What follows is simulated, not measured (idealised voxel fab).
process module | voxel air gaps
cross-section cut | 260 nm wide | cells 5 nm
A cross-section is a grid of square cells, given in bands from the top down. A band is one or more rows of cells.
Each band's line starts with the height of the band's top and of its bottom, in nm. Then come its materials from left to right, each with its width in nm. One material with "throughout" fills the band from edge to edge. "air" is empty space.
Height 0 is the level under which the wafer as received is all one material. The lowest band goes on downwards, as in "0 down".
A width such as "30 to 40" changes by the same amount from each row of cells to the next, from the band's top row to its bottom row.
"no change" after a step means that no cell of the cross-section changed.
closed voids: empty space of 8 cells or more with no open way to the top, each as width x height at its distance from the left edge, in nm
after a step's settings: what the simulator itself notes on the step
overlay nm, on a step with a mask: how far to the right of its planned place the mask lay; to the left if negative
plan
1 op RECEIVE | material Si
2 op CONFORMAL_DEP | material SiO2 | thk nm 10
3 op CONFORMAL_DEP | material SiCN | thk nm 5
4 op DIRECTIONAL_DEP | material lowk | thk nm 40
5 op DIRECTIONAL_DEP | material aC | thk nm 15
6 op PATTERN | tone open | mask id LINES | material resist | width nm 15 | pitch nm 50 | thk nm 35 | overlay nm 0
7 op DIRECTIONAL_ETCH | etch materials aC | depth nm 15
8 op STRIP | etch materials resist
9 op DIRECTIONAL_ETCH | etch materials lowk | depth nm 40
10 op STRIP | etch materials aC
11 op CONFORMAL_DEP | material TiN | thk nm 5
12 op FILL_DEP | material W | thk nm 5
13 op CMP | height nm 55
14 op EPI | material Ru | thk nm 10
15 op SELECTIVE_ETCH | etch materials lowk | depth nm 50
16 op CONFORMAL_DEP | material SiCN | thk nm 5
varied across the wafers: width nm of step 6. The plan shows the first wafer's value. All wafers start alike
first wafer as received, after step 1
  0 down: Si throughout
  closed voids: none
first wafer at the end, after step 16
  70 to 65: air 30 | SiCN 45 | air 5 | SiCN 45 | air 5 | SiCN 45 | air 5 | SiCN 45 | air 35
  65 to 55: air 30 | SiCN 5 | Ru 35 | SiCN 5 | air 5 | SiCN 5 | Ru 35 | SiCN 5 | air 5 | SiCN 5 | Ru 35 | SiCN 5 | air 5 | SiCN 5 | Ru 35 | SiCN 5 | air 35
  55 to 50: air 30 | SiCN 15 | TiN 5 | W 5 | TiN 5 | SiCN 15 | air 5 | SiCN 15 | TiN 5 | W 5 | TiN 5 | SiCN 15 | air 5 | SiCN 15 | TiN 5 | W 5 | TiN 5 | SiCN 15 | air 5 | SiCN 15 | TiN 5 | W 5 | TiN 5 | SiCN 15 | air 35
  50 to 20: air 40 | SiCN 5 | TiN 5 | W 5 | TiN 5 | SiCN 5 | air 25 | SiCN 5 | TiN 5 | W 5 | TiN 5 | SiCN 5 | air 25 | SiCN 5 | TiN 5 | W 5 | TiN 5 | SiCN 5 | air 25 | SiCN 5 | TiN 5 | W 5 | TiN 5 | SiCN 5 | air 45
  20 to 15: SiCN 45 | TiN 15 | SiCN 35 | TiN 15 | SiCN 35 | TiN 15 | SiCN 35 | TiN 15 | SiCN 50
  15 to 10: SiCN throughout
  10 to 0: SiO2 throughout
  0 down: Si throughout
  closed voids: none
last wafer at the end
  70 to 65: air 20 | SiCN 215 | air 25
  65 to 55: air 20 | SiCN 5 | Ru 205 | SiCN 5 | air 25
  55 to 50: air 20 | SiCN 15 | TiN 5 | W 25 | TiN 5 | lowk 15 | TiN 5 | W 25 | TiN 5 | lowk 15 | TiN 5 | W 25 | TiN 5 | lowk 15 | TiN 5 | W 25 | TiN 5 | SiCN 15 | air 25
  50 to 20: air 30 | SiCN 5 | TiN 5 | W 25 | TiN 5 | lowk 15 | TiN 5 | W 25 | TiN 5 | lowk 15 | TiN 5 | W 25 | TiN 5 | lowk 15 | TiN 5 | W 25 | TiN 5 | SiCN 5 | air 35
  20 to 15: SiCN 35 | TiN 35 | lowk 15 | TiN 35 | lowk 15 | TiN 35 | lowk 15 | TiN 35 | SiCN 40
  15 to 10: SiCN throughout
  10 to 0: SiO2 throughout
  0 down: Si throughout
  closed voids: none
each wafer at the end: cells of each material gained (+) or lost (-) since it was received, then its closed voids
width nm 15 | +56 Ru | +216 SiCN | +104 SiO2 | +68 TiN | +28 W | closed voids: none
width nm 20 | +64 Ru | +216 SiCN | +104 SiO2 | +72 TiN | +56 W | closed voids: 20 x 30 at 70; 20 x 30 at 120; 20 x 30 at 170
width nm 25 | +72 Ru | +204 SiCN | +104 SiO2 | +76 TiN | +84 W | closed voids: 15 x 30 at 70; 15 x 30 at 120; 15 x 30 at 170
width nm 30 | +80 Ru | +132 SiCN | +104 SiO2 | +80 TiN | +112 W | +96 lowk | closed voids: none
width nm 35 | +82 Ru | +132 SiCN | +104 SiO2 | +84 TiN | +140 W | +72 lowk | closed voids: none
